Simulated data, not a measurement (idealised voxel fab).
process module | voxel plated lines
cross-section cut | 245 nm wide | cells 5 nm
A cross-section is a grid of square cells, given in bands from the top down. A band is one or more rows of cells.
Each band's line starts with the height of the band's top and of its bottom, in nm. Then come its materials from left to right, each with its width in nm. One material with "throughout" fills the band from edge to edge. "air" is empty space.
Height 0 is the level under which the wafer as received is all one material. The lowest band goes on downwards, as in "0 down".
A width such as "30 to 40" changes by the same amount from each row of cells to the next, from the band's top row to its bottom row.
"no change" after a step means that no cell of the cross-section changed.
closed voids: empty space of 8 cells or more with no open way to the top, each as width x height at its distance from the left edge, in nm
after a step's settings: what the simulator itself notes on the step
overlay nm, on a step with a mask: how far to the right of its planned place the mask lay; to the left if negative
plan
1 op RECEIVE | material Si
2 op CONFORMAL_DEP | material SiO2 | thk nm 10
3 op DIRECTIONAL_DEP | material TiN | thk nm 5
4 op PATTERN | tone open | mask id LINES | material resist | width nm 25 | pitch nm 55 | thk nm 15 | overlay nm 0
5 op EPI | material Ru | thk nm 10
6 op STRIP | etch materials resist
7 op DIRECTIONAL_ETCH | etch materials TiN | depth nm 5
8 op CONFORMAL_DEP | material SiCN | thk nm 10
as received, after step 1
  0 down: Si throughout
  closed voids: none
first wafer at the end, as planned
  35 to 25: air 70 | SiCN 45 | air 10 | SiCN 45 | air 75
  25 to 20: air 70 | SiCN 10 | Ru 25 | SiCN 10 | air 10 | SiCN 10 | Ru 25 | SiCN 10 | air 75
  20 to 15: SiCN 80 | Ru 25 | SiCN 30 | Ru 25 | SiCN 85
  15 to 10: SiCN 80 | TiN 25 | SiCN 30 | TiN 25 | SiCN 85
  10 to 0: SiO2 throughout
  0 down: Si throughout
  closed voids: none
second wafer at the end: like start, like plan, one mistake
  35 to 25: air 65 | SiCN 45 | air 10 | SiCN 45 | air 80
  25 to 20: air 65 | SiCN 10 | Ru 25 | SiCN 10 | air 10 | SiCN 10 | Ru 25 | SiCN 10 | air 80
  20 to 15: SiCN 75 | Ru 25 | SiCN 30 | Ru 25 | SiCN 90
  15 to 10: SiCN 75 | TiN 25 | SiCN 30 | TiN 25 | SiCN 90
  10 to 0: SiO2 throughout
  0 down: Si throughout
  closed voids: none
what went wrong: step 4 ran as: op PATTERN | tone open | mask id LINES | material resist | width nm 25 | pitch nm 55 | thk nm 15 | overlay nm -5
at the end the second wafer has, in cells: as many of each material as the first, in other places
